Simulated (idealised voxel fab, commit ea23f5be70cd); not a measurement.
Documented hereafter: the process module known as voxel released beams.
In the cross-section labelled cut, the width is 205 nm and each square cell is 5 nm.
Just so we're on the same page, the cross-sections are grids of square cells, and they're listed out in bands top to bottom, each band one or more rows deep.
Per band: top height and bottom height in nm, followed by the left-to-right materials and their widths in nm; "throughout" marks a single material spanning edge to edge, "blank" marks empty space.
The reference from which all heights are counted is 0, the level beneath which the as-received wafer is entirely one material; the lowest band, having no lower bound, proceeds downward and is written after the example "z 0 and below".
Read "30->40" as a graded width: first number on top, second number at the bottom, same change between each pair of neighbouring rows.
You'll sometimes find "everything unchanged" written for a step, and that's the way of saying that nowhere in the cross-section did a cell change during that step.
For the entry "closed voids", the listed items are empty spaces with no open way to the top whose size is 8 cells or more; each item follows the pattern width x height at distance, where distance is from the left edge and all three are in nm.
What comes after the settings on a step's line is commentary from the simulator itself on that step.
overlay nm: mask right of planned place by this much (step with mask). Neg. = left.

The following list gives the planned process steps:
1,RECEIVE: material Si
2,CONFORMAL_DEP: material Al2O3, thk nm 10
3,DIRECTIONAL_DEP: material SiO2, thk nm 10
4,DIRECTIONAL_DEP: material aC, thk nm 10
5,PATTERN: tone open, mask id ANCHOR, material resist, width nm 35, thk nm 25, overlay nm 0
6,DIRECTIONAL_ETCH: etch materials aC, depth nm 10
7,STRIP: etch materials resist
8,DIRECTIONAL_ETCH: etch materials SiO2, depth nm 10
9,STRIP: etch materials aC
10,CONFORMAL_DEP: material polySi, thk nm 15
11,MASKED_ETCH: tone cover, mask id BEAM, width nm 85, etch materials polySi, depth nm 15, overlay nm 0
12,STRIP: etch materials SiO2

As-received wafer cross-section (after step 1):
	z 0 and below = Si throughout
	closed voids: none

Below is the wafer in cross-section after the module was completed. It began from the starting point shown above and followed the plan shown above, except that one mistake was made while running it:
	z 35 to 20 = 55 nm blank  85 nm polySi  65 nm blank
	z 20 to 10 = 65 nm blank  25 nm polySi  115 nm blank
	z 10 to 0 = Al2O3 throughout
	z 0 and below = Si throughout
	closed voids: none
Finding, execution versus plan: step 5 did not happen as planned, as run it was PATTERN: tone open, mask id ANCHOR, material resist, width nm 25, thk nm 25, overlay nm 0
